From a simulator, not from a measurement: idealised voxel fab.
Name of the process module below: voxel fin reveal
Each square cell in cross-section cut measures 5 nm, and the section as a whole is 170 nm wide.
For the purposes of this document, a cross-section shall be understood as a grid of square cells, specified as bands listed in top-to-bottom order, each band consisting of one or more rows of cells.
Quick guide to a band line: top height, bottom height (nm) up front; then every material left to right with its width in nm. Only one material and it's marked "full width"? Then it fills the band edge to edge. And "empty" just means empty space.
The level at which height equals 0 is the one under which the wafer, as it arrives, is entirely one material. No lower edge exists for the bottom band, which continues downward and is notated as in "0 and below".
Width: "30 to 40" (first number = top row, second number = bottom row, same change from row to row of cells).
The cross-section has no changed cell in any step marked "remained unchanged".
In "Closed cavity list" the enclosed voids are listed, meaning empty spaces of 8 cells or larger without any opening to the top. The form is width x height at distance, distance from the left edge, units nm.
Note: text after step settings on the step line = simulator remark on that step.
"overlay nm" answers the question of how far to the right of plan the mask lay on a step that has a mask, and when it is negative the answer is to the left.
### Steps in the process plan
1 RECEIVE | material Si
2 CONFORMAL_DEP | material SiN | thk nm 5
3 MASKED_ETCH | tone cover | mask id FINS | width nm 15 | pitch nm 35 | etch materials SiN | depth nm 5 | overlay nm 0
4 MASKED_ETCH | tone cover | mask id FINS | width nm 15 | pitch nm 35 | etch materials Si | depth nm 35 | overlay nm -15
5 FILL_DEP | material SiO2 | thk nm 10
6 CMP | height nm 5
7 SELECTIVE_ETCH | etch materials SiO2 | depth nm 30
8 STRIP | etch materials SiN
9 CONFORMAL_DEP | material SiO2 | thk nm 5
Wafer-to-wafer difference: overlay nm, step 4. Common start. Plan = first wafer's value.
### As-received state after step 1, first of several wafers, cross-section
- 0 and below  Si full width
- Closed cavity list: none
### Basically each wafer gets a line in the table, showing it at the end of the module: material by material, the cells it gained (+) or lost (-) since we got it, then its closed voids
overlay nm -15, -112 Si, +86 SiO2, Closed cavity list: none
overlay nm -10, -133 Si, +102 SiO2, Closed cavity list: none
overlay nm -5, -154 Si, +108 SiO2, Closed cavity list: none
overlay nm 0, -175 Si, +114 SiO2, Closed cavity list: none
overlay nm 5, -154 Si, +108 SiO2, Closed cavity list: none
overlay nm 10, -133 Si, +102 SiO2, Closed cavity list: none
overlay nm 15, -112 Si, +86 SiO2, Closed cavity list: none
